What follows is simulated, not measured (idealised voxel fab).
process module | voxel ribs on slabs
cross-section cut | 245 nm wide | cells 5 nm
A cross-section is a grid of square cells, given in bands from the top down. A band is one or more rows of cells.
Each band's line starts with the height of the band's top and of its bottom, in nm. Then come its materials from left to right, each with its width in nm. One material with "throughout" fills the band from edge to edge. "air" is empty space.
Height 0 is the level under which the wafer as received is all one material. The lowest band goes on downwards, as in "0 down".
A width such as "30 to 40" changes by the same amount from each row of cells to the next, from the band's top row to its bottom row.
"no change" after a step means that no cell of the cross-section changed.
closed voids: empty space of 8 cells or more with no open way to the top, each as width x height at its distance from the left edge, in nm
after a step's settings: what the simulator itself notes on the step
overlay nm, on a step with a mask: how far to the right of its planned place the mask lay; to the left if negative
plan
1 op RECEIVE | material Si
2 op DIRECTIONAL_DEP | material SiO2 | thk nm 25
3 op DIRECTIONAL_DEP | material SiN | thk nm 25
4 op DIRECTIONAL_DEP | material aC | thk nm 15
5 op PATTERN | tone cover | mask id RIB | material resist | width nm 15 | thk nm 30 | overlay nm 0
6 op DIRECTIONAL_ETCH | etch materials aC | depth nm 15
7 op STRIP | etch materials resist
8 op DIRECTIONAL_ETCH | etch materials SiN | depth nm 5
9 op STRIP | etch materials aC
10 op MASKED_ETCH | tone cover | mask id SLAB | width nm 55 | etch materials SiN | depth nm 20 | overlay nm 0
11 op FILL_DEP | material SiO2 | thk nm 20
12 op CMP | height nm 65
13 op DIRECTIONAL_DEP | material TiN | thk nm 10
14 op PATTERN | tone cover | mask id HEATER | material resist | width nm 25 | thk nm 15 | overlay nm 0
15 op DIRECTIONAL_ETCH | etch materials TiN | depth nm 10
16 op STRIP | etch materials resist
17 op CONFORMAL_DEP | material SiN | thk nm 10
first wafer, as planned
as received, after step 1
  0 down: Si throughout
  closed voids: none
after step 2
  25 to 0: SiO2 throughout
  below 0: unchanged
after step 3
  50 to 25: SiN throughout
  below 25: unchanged
after step 4
  65 to 50: aC throughout
  below 50: unchanged
after step 5
  95 to 65: air 115 | resist 15 | air 115
  below 65: unchanged
after step 6
  80 to 65: air 115 | resist 15 | air 115
  65 to 50: air 115 | aC 15 | air 115
  below 50: unchanged
after step 7
  65 to 50: air 115 | aC 15 | air 115
  below 50: unchanged
after step 8
  65 to 50: air 115 | aC 15 | air 115
  50 to 45: air 115 | SiN 15 | air 115
  below 45: unchanged
after step 9
  50 to 45: air 115 | SiN 15 | air 115
  below 45: unchanged
after step 10
  50 to 45: air 115 | SiN 15 | air 115
  45 to 25: air 95 | SiN 55 | air 95
  below 25: unchanged
after step 11
  70 to 50: SiO2 throughout
  50 to 45: SiO2 115 | SiN 15 | SiO2 115
  45 to 25: SiO2 95 | SiN 55 | SiO2 95
  below 25: unchanged
after step 12
  65 to 50: SiO2 throughout
  below 50: unchanged
after step 13
  75 to 65: TiN throughout
  below 65: unchanged
after step 14
  90 to 75: air 110 | resist 25 | air 110
  below 75: unchanged
after step 15
  90 to 75: air 110 | resist 25 | air 110
  75 to 65: air 110 | TiN 25 | air 110
  below 65: unchanged
after step 16
  75 to 65: air 110 | TiN 25 | air 110
  below 65: unchanged
after step 17
  85 to 75: air 100 | SiN 45 | air 100
  75 to 65: SiN 110 | TiN 25 | SiN 110
  below 65: unchanged
second wafer: like start, like plan, one mistake. Through step 16 it matches the first wafer
when step 17 should have ended: no change
what went wrong: step 17 was left out
at the end the second wafer has, in cells: 106 fewer of SiN
